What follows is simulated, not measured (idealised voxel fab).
Name of the process module below: voxel wiring stack
Xsec cut, 205 nm wide, square cell size 5 nm.
Notation: cross-section as square-cell grid; stated in bands, top first, going down; one or more cell rows per band. The entry gives the band's vertical extent as a top height and a bottom height in nm, then its horizontal make-up as materials from left to right, each with a width in nm. "air" stands for empty space; a single material marked "throughout" fills the band edge to edge. Where do heights start? At 0: under that level the wafer as delivered is made of one material only. And the lowest band has no floor; it just carries on downward, as in "from 0 down". So if you see something like "30..40" for the width, read it as the top row of the band sitting at the first number and the bottom row at the second, with every row in between moving by the same amount as the last. The designation "no modifications", where it is given for a processing step, indicates that no cell of the cross-section was altered in the course of that step. Basically, "Entrapped voids" tells you about the enclosed voids: empty spaces with no open way to the top, 8 cells or bigger, each written width x height at distance, where distance is from the left edge, all in nm. What comes after the settings on a step's line is commentary from the simulator itself on that step. overlay nm: step with mask; distance mask lay right of planned place; negative value = left of planned place.

## So here's the lineup of process steps we planned
- 1: RECEIVE (material Si)
- 2: CONFORMAL_DEP (material SiO2; thk nm 10)
- 3: DIRECTIONAL_DEP (material TiN; thk nm 5)
- 4: DIRECTIONAL_DEP (material W; thk nm 25)
- 5: DIRECTIONAL_DEP (material aC; thk nm 15)
- 6: PATTERN (tone cover; mask id METAL_1; material resist; width nm 20; pitch nm 40; thk nm 35; overlay nm 0)
- 7: DIRECTIONAL_ETCH (etch materials aC; depth nm 15)
- 8: STRIP (etch materials resist)
- 9: DIRECTIONAL_ETCH (etch materials W; depth nm 25)
- 10: DIRECTIONAL_ETCH (etch materials TiN; depth nm 5)
- 11: STRIP (etch materials aC)
- 12: FILL_DEP (material SiO2; thk nm 5)
- 13: CMP (height nm 40)
- 14: CONFORMAL_DEP (material SiCN; thk nm 5)
- 15: DIRECTIONAL_DEP (material SiO2; thk nm 30)
- 16: MASKED_ETCH (tone open; mask id METAL_2_HOLES; width nm 15; pitch nm 40; etch materials SiO2; depth nm 30; overlay nm 0)
- 17: MASKED_ETCH (tone open; mask id METAL_2; width nm 20; pitch nm 40; etch materials SiO2; depth nm 20; overlay nm 0)
- 18: MASKED_ETCH (tone open; mask id METAL_2; width nm 20; pitch nm 40; etch materials SiCN; depth nm 5; overlay nm 0)
- 19: CONFORMAL_DEP (material TiN; thk nm 5)
- 20: FILL_DEP (material Ru; thk nm 5)
- 21: CMP (height nm 75)
- 22: CONFORMAL_DEP (material SiCN; thk nm 5)
- 23: DIRECTIONAL_DEP (material SiO2; thk nm 20)
- 24: MASKED_ETCH (tone open; mask id PLUG_2; width nm 15; pitch nm 80; etch materials SiO2; depth nm 20; overlay nm 0)
- 25: MASKED_ETCH (tone open; mask id PLUG_2; width nm 15; pitch nm 80; etch materials SiCN; depth nm 5; overlay nm 0)
- 26: CONFORMAL_DEP (material TiN; thk nm 5)
- 27: FILL_DEP (material W; thk nm 10)
- 28: CMP (height nm 100)
- 29: CONFORMAL_DEP (material SiN; thk nm 5)
- 30: DIRECTIONAL_DEP (material lowk; thk nm 20)
- 31: MASKED_ETCH (tone open; mask id METAL_3; width nm 20; pitch nm 40; etch materials lowk; depth nm 20; overlay nm 0)
- 32: MASKED_ETCH (tone open; mask id METAL_3; width nm 20; pitch nm 40; etch materials SiN; depth nm 5; overlay nm 0)
- 33: CONFORMAL_DEP (material TiN; thk nm 5)
- 34: FILL_DEP (material Cu; thk nm 5)
- 35: CMP (height nm 125)
- 36: CONFORMAL_DEP (material SiCN; thk nm 5)

## So, the first of our two wafers, run just as we planned it

## This is the cross-section of the wafer as we received it, i.e. after step 1
* from 0 down = Si throughout
* Entrapped voids: none

## The following cross-section depicts the wafer upon completion of step 2
* from 10 to 0 = SiO2 throughout
* Below 0 it's all the same as before, nothing changed down there.

## The following cross-section depicts the wafer upon completion of step 3
* from 15 to 10 = TiN throughout
* Below 10 it's all the same as before, nothing changed down there.

## The following cross-section depicts the wafer upon completion of step 4
* from 40 to 15 = W throughout
* Below 15 it's all the same as before, nothing changed down there.

## The following cross-section depicts the wafer upon completion of step 5
* from 55 to 40 = aC throughout
* Below 40 it's all the same as before, nothing changed down there.

## The following cross-section depicts the wafer upon completion of step 6
* from 90 to 55 = air (30) | resist (20) | air (20) | resist (20) | air (20) | resist (20) | air (20) | resist (20) | air (35)
* Below 55 it's all the same as before, nothing changed down there.

## The following cross-section depicts the wafer upon completion of step 7
* from 75 to 55 = air (30) | resist (20) | air (20) | resist (20) | air (20) | resist (20) | air (20) | resist (20) | air (35)
* from 55 to 40 = air (30) | aC (20) | air (20) | aC (20) | air (20) | aC (20) | air (20) | aC (20) | air (35)
* Below 40 it's all the same as before, nothing changed down there.

## The following cross-section depicts the wafer upon completion of step 8
* from 55 to 40 = air (30) | aC (20) | air (20) | aC (20) | air (20) | aC (20) | air (20) | aC (20) | air (35)
* Below 40 it's all the same as before, nothing changed down there.

## The following cross-section depicts the wafer upon completion of step 9
* from 55 to 40 = air (30) | aC (20) | air (20) | aC (20) | air (20) | aC (20) | air (20) | aC (20) | air (35)
* from 40 to 15 = air (30) | W (20) | air (20) | W (20) | air (20) | W (20) | air (20) | W (20) | air (35)
* Below 15 it's all the same as before, nothing changed down there.

## The following cross-section depicts the wafer upon completion of step 10
* from 55 to 40 = air (30) | aC (20) | air (20) | aC (20) | air (20) | aC (20) | air (20) | aC (20) | air (35)
* from 40 to 15 = air (30) | W (20) | air (20) | W (20) | air (20) | W (20) | air (20) | W (20) | air (35)
* from 15 to 10 = air (30) | TiN (20) | air (20) | TiN (20) | air (20) | TiN (20) | air (20) | TiN (20) | air (35)
* Below 10 it's all the same as before, nothing changed down there.

## The following cross-section depicts the wafer upon completion of step 11
* from 40 to 15 = air (30) | W (20) | air (20) | W (20) | air (20) | W (20) | air (20) | W (20) | air (35)
* Below 15 it's all the same as before, nothing changed down there.

## The following cross-section depicts the wafer upon completion of step 12
* from 45 to 40 = SiO2 throughout
* from 40 to 15 = SiO2 (30) | W (20) | SiO2 (20) | W (20) | SiO2 (20) | W (20) | SiO2 (20) | W (20) | SiO2 (35)
* from 15 to 10 = SiO2 (30) | TiN (20) | SiO2 (20) | TiN (20) | SiO2 (20) | TiN (20) | SiO2 (20) | TiN (20) | SiO2 (35)
* Below 10 it's all the same as before, nothing changed down there.

## The following cross-section depicts the wafer upon completion of step 13
* from 40 to 15 = SiO2 (30) | W (20) | SiO2 (20) | W (20) | SiO2 (20) | W (20) | SiO2 (20) | W (20) | SiO2 (35)
* Below 15 it's all the same as before, nothing changed down there.

## The following cross-section depicts the wafer upon completion of step 14
* from 45 to 40 = SiCN throughout
* Below 40 it's all the same as before, nothing changed down there.

## The following cross-section depicts the wafer upon completion of step 15
* from 75 to 45 = SiO2 throughout
* Below 45 it's all the same as before, nothing changed down there.

## The following cross-section depicts the wafer upon completion of step 16
* from 75 to 45 = SiO2 (30) | air (15) | SiO2 (25) | air (15) | SiO2 (25) | air (15) | SiO2 (25) | air (15) | SiO2 (40)
* Below 45 it's all the same as before, nothing changed down there.

## The following cross-section depicts the wafer upon completion of step 17
* from 75 to 55 = SiO2 (30) | air (20) | SiO2 (20) | air (20) | SiO2 (20) | air (20) | SiO2 (20) | air (20) | SiO2 (35)
* Below 55 it's all the same as before, nothing changed down there.

## The following cross-section depicts the wafer upon completion of step 18
* from 75 to 55 = SiO2 (30) | air (20) | SiO2 (20) | air (20) | SiO2 (20) | air (20) | SiO2 (20) | air (20) | SiO2 (35)
* from 55 to 45 = SiO2 (30) | air (15) | SiO2 (25) | air (15) | SiO2 (25) | air (15) | SiO2 (25) | air (15) | SiO2 (40)
* from 45 to 40 = SiCN (30) | air (15) | SiCN (25) | air (15) | SiCN (25) | air (15) | SiCN (25) | air (15) | SiCN (40)
* Below 40 it's all the same as before, nothing changed down there.

## The following cross-section depicts the wafer upon completion of step 19
* from 80 to 75 = TiN (35) | air (10) | TiN (30) | air (10) | TiN (30) | air (10) | TiN (30) | air (10) | TiN (40)
* from 75 to 60 = SiO2 (30) | TiN (5) | air (10) | TiN (5) | SiO2 (20) | TiN (5) | air (10) | TiN (5) | SiO2 (20) | TiN (5) | air (10) | TiN (5) | SiO2 (20) | TiN (5) | air (10) | TiN (5) | SiO2 (35)
* from 60 to 55 = SiO2 (30) | TiN (5) | air (5) | TiN (10) | SiO2 (20) | TiN (5) | air (5) | TiN (10) | SiO2 (20) | TiN (5) | air (5) | TiN (10) | SiO2 (20) | TiN (5) | air (5) | TiN (10) | SiO2 (35)
* from 55 to 45 = SiO2 (30) | TiN (5) | air (5) | TiN (5) | SiO2 (25) | TiN (5) | air (5) | TiN (5) | SiO2 (25) | TiN (5) | air (5) | TiN (5) | SiO2 (25) | TiN (5) | air (5) | TiN (5) | SiO2 (40)
* from 45 to 40 = SiCN (30) | TiN (15) | SiCN (25) | TiN (15) | SiCN (25) | TiN (15) | SiCN (25) | TiN (15) | SiCN (40)
* Below 40 it's all the same as before, nothing changed down there.

## The following cross-section depicts the wafer upon completion of step 20
* from 85 to 80 = Ru throughout
* from 80 to 75 = TiN (35) | Ru (10) | TiN (30) | Ru (10) | TiN (30) | Ru (10) | TiN (30) | Ru (10) | TiN (40)
* from 75 to 60 = SiO2 (30) | TiN (5) | Ru (10) | TiN (5) | SiO2 (20) | TiN (5) | Ru (10) | TiN (5) | SiO2 (20) | TiN (5) | Ru (10) | TiN (5) | SiO2 (20) | TiN (5) | Ru (10) | TiN (5) | SiO2 (35)
* from 60 to 55 = SiO2 (30) | TiN (5) | Ru (5) | TiN (10) | SiO2 (20) | TiN (5) | Ru (5) | TiN (10) | SiO2 (20) | TiN (5) | Ru (5) | TiN (10) | SiO2 (20) | TiN (5) | Ru (5) | TiN (10) | SiO2 (35)
* from 55 to 45 = SiO2 (30) | TiN (5) | Ru (5) | TiN (5) | SiO2 (25) | TiN (5) | Ru (5) | TiN (5) | SiO2 (25) | TiN (5) | Ru (5) | TiN (5) | SiO2 (25) | TiN (5) | Ru (5) | TiN (5) | SiO2 (40)
* Below 45 it's all the same as before, nothing changed down there.

## The following cross-section depicts the wafer upon completion of step 21
* from 75 to 60 = SiO2 (30) | TiN (5) | Ru (10) | TiN (5) | SiO2 (20) | TiN (5) | Ru (10) | TiN (5) | SiO2 (20) | TiN (5) | Ru (10) | TiN (5) | SiO2 (20) | TiN (5) | Ru (10) | TiN (5) | SiO2 (35)
* Below 60 it's all the same as before, nothing changed down there.

## The following cross-section depicts the wafer upon completion of step 22
* from 80 to 75 = SiCN throughout
* Below 75 it's all the same as before, nothing changed down there.

## The following cross-section depicts the wafer upon completion of step 23
* from 100 to 80 = SiO2 throughout
* Below 80 it's all the same as before, nothing changed down there.

## The following cross-section depicts the wafer upon completion of step 24
* from 100 to 80 = SiO2 (30) | air (15) | SiO2 (65) | air (15) | SiO2 (80)
* Below 80 it's all the same as before, nothing changed down there.

## The following cross-section depicts the wafer upon completion of step 25
* from 100 to 80 = SiO2 (30) | air (15) | SiO2 (65) | air (15) | SiO2 (80)
* from 80 to 75 = SiCN (30) | air (15) | SiCN (65) | air (15) | SiCN (80)
* Below 75 it's all the same as before, nothing changed down there.

## The following cross-section depicts the wafer upon completion of step 26
* from 105 to 100 = TiN (35) | air (5) | TiN (75) | air (5) | TiN (85)
* from 100 to 80 = SiO2 (30) | TiN (5) | air (5) | TiN (5) | SiO2 (65) | TiN (5) | air (5) | TiN (5) | SiO2 (80)
* from 80 to 75 = SiCN (30) | TiN (15) | SiCN (65) | TiN (15) | SiCN (80)
* Below 75 it's all the same as before, nothing changed down there.

## The following cross-section depicts the wafer upon completion of step 27
* from 115 to 105 = W throughout
* from 105 to 100 = TiN (35) | W (5) | TiN (75) | W (5) | TiN (85)
* from 100 to 80 = SiO2 (30) | TiN (5) | W (5) | TiN (5) | SiO2 (65) | TiN (5) | W (5) | TiN (5) | SiO2 (80)
* Below 80 it's all the same as before, nothing changed down there.

## The following cross-section depicts the wafer upon completion of step 28
* from 100 to 80 = SiO2 (30) | TiN (5) | W (5) | TiN (5) | SiO2 (65) | TiN (5) | W (5) | TiN (5) | SiO2 (80)
* Below 80 it's all the same as before, nothing changed down there.

## The following cross-section depicts the wafer upon completion of step 29
* from 105 to 100 = SiN throughout
* Below 100 it's all the same as before, nothing changed down there.

## The following cross-section depicts the wafer upon completion of step 30
* from 125 to 105 = lowk throughout
* Below 105 it's all the same as before, nothing changed down there.

## The following cross-section depicts the wafer upon completion of step 31
* from 125 to 105 = lowk (30) | air (20) | lowk (20) | air (20) | lowk (20) | air (20) | lowk (20) | air (20) | lowk (35)
* Below 105 it's all the same as before, nothing changed down there.

## The following cross-section depicts the wafer upon completion of step 32
* from 125 to 105 = lowk (30) | air (20) | lowk (20) | air (20) | lowk (20) | air (20) | lowk (20) | air (20) | lowk (35)
* from 105 to 100 = SiN (30) | air (20) | SiN (20) | air (20) | SiN (20) | air (20) | SiN (20) | air (20) | SiN (35)
* Below 100 it's all the same as before, nothing changed down there.

## The following cross-section depicts the wafer upon completion of step 33
* from 130 to 125 = TiN (35) | air (10) | TiN (30) | air (10) | TiN (30) | air (10) | TiN (30) | air (10) | TiN (40)
* from 125 to 105 = lowk (30) | TiN (5) | air (10) | TiN (5) | lowk (20) | TiN (5) | air (10) | TiN (5) | lowk (20) | TiN (5) | air (10) | TiN (5) | lowk (20) | TiN (5) | air (10) | TiN (5) | lowk (35)
* from 105 to 100 = SiN (30) | TiN (20) | SiN (20) | TiN (20) | SiN (20) | TiN (20) | SiN (20) | TiN (20) | SiN (35)
* Below 100 it's all the same as before, nothing changed down there.

## The following cross-section depicts the wafer upon completion of step 34
* from 135 to 130 = Cu throughout
* from 130 to 125 = TiN (35) | Cu (10) | TiN (30) | Cu (10) | TiN (30) | Cu (10) | TiN (30) | Cu (10) | TiN (40)
* from 125 to 105 = lowk (30) | TiN (5) | Cu (10) | TiN (5) | lowk (20) | TiN (5) | Cu (10) | TiN (5) | lowk (20) | TiN (5) | Cu (10) | TiN (5) | lowk (20) | TiN (5) | Cu (10) | TiN (5) | lowk (35)
* Below 105 it's all the same as before, nothing changed down there.

## The following cross-section depicts the wafer upon completion of step 35
* from 125 to 105 = lowk (30) | TiN (5) | Cu (10) | TiN (5) | lowk (20) | TiN (5) | Cu (10) | TiN (5) | lowk (20) | TiN (5) | Cu (10) | TiN (5) | lowk (20) | TiN (5) | Cu (10) | TiN (5) | lowk (35)
* Below 105 it's all the same as before, nothing changed down there.

## The following cross-section depicts the wafer upon completion of step 36
* from 130 to 125 = SiCN throughout
* Below 125 it's all the same as before, nothing changed down there.

## It is to be noted that the second wafer proceeded from the same initial state and according to the same plan as the first, although one mistake was committed in its execution; through step 29, inclusive, the two wafers share an identical history

## Planned end of step 30: second wafer, cross-section
* from 125 to 100 = SiN throughout
* Below 100 it's all the same as before, nothing changed down there.

Planned end of step 31: second wafer, cross-section: no modifications

## Planned end of step 32: second wafer, cross-section
* from 125 to 120 = SiN (30) | air (20) | SiN (20) | air (20) | SiN (20) | air (20) | SiN (20) | air (20) | SiN (35)
* Below 120 it's all the same as before, nothing changed down there.

## Planned end of step 33: second wafer, cross-section
* from 130 to 125 = TiN (35) | air (10) | TiN (30) | air (10) | TiN (30) | air (10) | TiN (30) | air (10) | TiN (40)
* from 125 to 120 = SiN (30) | TiN (20) | SiN (20) | TiN (20) | SiN (20) | TiN (20) | SiN (20) | TiN (20) | SiN (35)
* Below 120 it's all the same as before, nothing changed down there.

## Planned end of step 34: second wafer, cross-section
* from 135 to 130 = Cu throughout
* from 130 to 125 = TiN (35) | Cu (10) | TiN (30) | Cu (10) | TiN (30) | Cu (10) | TiN (30) | Cu (10) | TiN (40)
* Below 125 it's all the same as before, nothing changed down there.

## Planned end of step 35: second wafer, cross-section
* from 125 to 120 = SiN (30) | TiN (20) | SiN (20) | TiN (20) | SiN (20) | TiN (20) | SiN (20) | TiN (20) | SiN (35)
* Below 120 it's all the same as before, nothing changed down there.

## Planned end of step 36: second wafer, cross-section
* from 130 to 125 = SiCN throughout
* Below 125 it's all the same as before, nothing changed down there.
Plan not followed: note that step 30 departed from the planned setting and was carried out as DIRECTIONAL_DEP (material SiN; thk nm 20)
Final cells, second wafer relative to first, materials higher or lower: -32 Cu; +164 SiN; -32 TiN; -100 lowk
